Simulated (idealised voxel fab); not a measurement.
Process module name: voxel wiring stack
Displayed cross-section: cut, width of 200 nm, square cells sized 5 nm.
Cross-section = grid of square cells, listed top down in bands; band = one or more rows. Top, bottom (nm), then materials left to right with widths (nm); lone material tagged "throughout" fills the whole band edge to edge; "blank" = empty space. It should be noted that heights are counted from 0, beneath which the wafer as supplied is of one material throughout, and that the lowest band possesses no lower boundary but continues downward, as written in "0 and below". A width such as "30 to 40" changes by the same amount from each row of cells to the next, from the band's top row to its bottom row. "everything unchanged" means the step left every cell of the cross-section as it was. This entry, "Completely sealed voids", enumerates those empty regions of no fewer than 8 cells that possess no open connection to the top. Each region is reported in the form width x height at distance, the distance being taken from the left edge, with all three quantities expressed in nm. Text after the settings on a step's line: the simulator's own remark on that step. overlay nm: for a step with a mask, the amount by which the mask lay right of where it was planned; a negative amount means left of it.

# Set out below are the planned steps of the process
1,RECEIVE: material Si
2,CONFORMAL_DEP: material SiO2, thk nm 15
3,CONFORMAL_DEP: material SiN, thk nm 5
4,DIRECTIONAL_DEP: material lowk, thk nm 25
5,DIRECTIONAL_DEP: material aC, thk nm 10
6,PATTERN: tone open, mask id METAL_1, material resist, width nm 25, pitch nm 45, thk nm 30, overlay nm 0
7,DIRECTIONAL_ETCH: etch materials aC, depth nm 10
8,STRIP: etch materials resist
9,DIRECTIONAL_ETCH: etch materials lowk, depth nm 25
10,DIRECTIONAL_ETCH: etch materials SiN, depth nm 5
11,STRIP: etch materials aC
12,CONFORMAL_DEP: material TiN, thk nm 5
13,FILL_DEP: material Ru, thk nm 5
14,CMP: height nm 45
15,CONFORMAL_DEP: material SiCN, thk nm 5
16,DIRECTIONAL_DEP: material SiO2, thk nm 15
17,MASKED_ETCH: tone open, mask id PLUG_1, width nm 15, pitch nm 45, etch materials SiO2, depth nm 15, overlay nm 0
18,MASKED_ETCH: tone open, mask id PLUG_1, width nm 15, pitch nm 45, etch materials SiCN, depth nm 5, overlay nm 0
19,EPI: material Ru, thk nm 10
20,EPI: material Ru, thk nm 10
21,CONFORMAL_DEP: material SiN, thk nm 5
22,DIRECTIONAL_DEP: material lowk, thk nm 20
23,MASKED_ETCH: tone open, mask id METAL_2, width nm 25, pitch nm 45, etch materials lowk, depth nm 20, overlay nm 0
24,MASKED_ETCH: tone open, mask id METAL_2, width nm 25, pitch nm 45, etch materials SiN, depth nm 5, overlay nm 0
25,CONFORMAL_DEP: material TiN, thk nm 5
26,FILL_DEP: material Ru, thk nm 10
27,CMP: height nm 90
28,CONFORMAL_DEP: material SiCN, thk nm 5
29,DIRECTIONAL_DEP: material SiO2, thk nm 10
30,MASKED_ETCH: tone open, mask id PLUG_2, width nm 15, etch materials SiO2, depth nm 10, overlay nm 0
31,MASKED_ETCH: tone open, mask id PLUG_2, width nm 15, etch materials SiCN, depth nm 5, overlay nm 0
32,EPI: material Ru, thk nm 10
33,EPI: material Ru, thk nm 5
34,CONFORMAL_DEP: material SiN, thk nm 5
35,DIRECTIONAL_DEP: material lowk, thk nm 20
36,DIRECTIONAL_DEP: material aC, thk nm 15
37,PATTERN: tone open, mask id METAL_3, material resist, width nm 25, pitch nm 45, thk nm 30, overlay nm -15
38,DIRECTIONAL_ETCH: etch materials aC, depth nm 15
39,STRIP: etch materials resist
40,DIRECTIONAL_ETCH: etch materials lowk, depth nm 20
41,DIRECTIONAL_ETCH: etch materials SiN, depth nm 5
42,STRIP: etch materials aC
43,CONFORMAL_DEP: material TiN, thk nm 5
44,FILL_DEP: material Ru, thk nm 5
45,CMP: height nm 130
46,CONFORMAL_DEP: material SiCN, thk nm 5
Across this set of wafers, the varied parameter is the overlay nm of step 37. Starting conditions are identical for every wafer, and the plan reports the value assigned to the first wafer.

# Cross-section, first of several wafers, as delivered after step 1
	0 and below = Si throughout
	Completely sealed voids: none

# Where each wafer stands at the end of the module, a row apiece: cells of each material gained (+) or lost (-) since it was received, then closed voids
overlay nm -15; +111 Ru; +111 SiCN; +90 SiN; +296 SiO2; +82 TiN; +390 lowk; Completely sealed voids: none
overlay nm -10; +111 Ru; +111 SiCN; +90 SiN; +296 SiO2; +82 TiN; +390 lowk; Completely sealed voids: none
overlay nm -5; +111 Ru; +111 SiCN; +90 SiN; +296 SiO2; +82 TiN; +390 lowk; Completely sealed voids: none
overlay nm 0; +111 Ru; +111 SiCN; +90 SiN; +296 SiO2; +82 TiN; +390 lowk; Completely sealed voids: none
overlay nm 5; +111 Ru; +111 SiCN; +90 SiN; +296 SiO2; +82 TiN; +390 lowk; Completely sealed voids: none
overlay nm 10; +111 Ru; +111 SiCN; +90 SiN; +296 SiO2; +82 TiN; +390 lowk; Completely sealed voids: none
overlay nm 15; +111 Ru; +111 SiCN; +90 SiN; +296 SiO2; +82 TiN; +390 lowk; Completely sealed voids: none
